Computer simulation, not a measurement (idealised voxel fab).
Process module under the name voxel trench capacitor
Cross-section cut spans 215 nm and uses square cells 5 nm in size.
Square cells in a grid make up a cross-section in this document, and the grid is given as bands, listed from the top down, each one or more rows of cells. Band entry format. Leading values: height of top, height of bottom, nm. Remainder: materials in left-to-right order, each with its width in nm. Special words: "edge to edge" on a single material, which then fills the band edge to edge; "empty", empty space. Note: height 0 marks the level under which the wafer is uniformly one material as received. Lowest band unbounded below, written "0 down". Width spec "30->40" -> top row of cells at first value, bottom row at second value, equal per-row change in between. "remained the same" after a step means that no cell of the cross-section changed. "Closed void table" means: voids of 8 cells or more that are shut off from the top with no open way through. Written width x height at distance, distance from the left edge, in nm. Post-settings text on a step line: simulator's own remark regarding the step. overlay nm: mask right of planned place by this much (step with mask). Neg. = left.
[Set out below are the planned steps of the process]
- 1: RECEIVE with material Si
- 2: CONFORMAL_DEP with material SiN, thk nm 10
- 3: DIRECTIONAL_DEP with material aC, thk nm 15
- 4: PATTERN with tone open, mask id TRENCH, material resist, width nm 30, pitch nm 50, thk nm 30, overlay nm 0
- 5: DIRECTIONAL_ETCH with etch materials aC, depth nm 15
- 6: STRIP with etch materials resist
- 7: DIRECTIONAL_ETCH with etch materials SiN, depth nm 10
- 8: DIRECTIONAL_ETCH with etch materials Si, depth nm 35
- 9: STRIP with etch materials aC
- 10: CONFORMAL_DEP with material HfO2, thk nm 5
- 11: CONFORMAL_DEP with material TiN, thk nm 5
- 12: FILL_DEP with material W, thk nm 10
- 13: CMP with height nm 10
[as received, after step 1]
0 down: Si edge to edge
Closed void table: none
[Wafer at module end, in section. Began as above, planned as above, run with one mistake]
10 to 0: 15 of SiN  5 of HfO2  5 of TiN  15 of W  5 of TiN  5 of HfO2  15 of SiN  5 of HfO2  5 of TiN  15 of W  5 of TiN  5 of HfO2  15 of SiN  5 of HfO2  5 of TiN  15 of W  5 of TiN  5 of HfO2  15 of SiN  5 of HfO2  5 of TiN  15 of W  5 of TiN  5 of HfO2  15 of SiN
0 to -25: 15 of Si  5 of HfO2  5 of TiN  15 of W  5 of TiN  5 of HfO2  15 of Si  5 of HfO2  5 of TiN  15 of W  5 of TiN  5 of HfO2  15 of Si  5 of HfO2  5 of TiN  15 of W  5 of TiN  5 of HfO2  15 of Si  5 of HfO2  5 of TiN  15 of W  5 of TiN  5 of HfO2  15 of Si
-25 to -30: 15 of Si  5 of HfO2  25 of TiN  5 of HfO2  15 of Si  5 of HfO2  25 of TiN  5 of HfO2  15 of Si  5 of HfO2  25 of TiN  5 of HfO2  15 of Si  5 of HfO2  25 of TiN  5 of HfO2  15 of Si
-30 to -35: 15 of Si  35 of HfO2  15 of Si  35 of HfO2  15 of Si  35 of HfO2  15 of Si  35 of HfO2  15 of Si
-35 down: Si edge to edge
Closed void table: none
Where did the run depart from the plan? it should be noted that step 4 was executed with settings other than those planned, the operation and settings actually applied being PATTERN with tone open, mask id TRENCH, material resist, width nm 35, pitch nm 50, thk nm 30, overlay nm 0
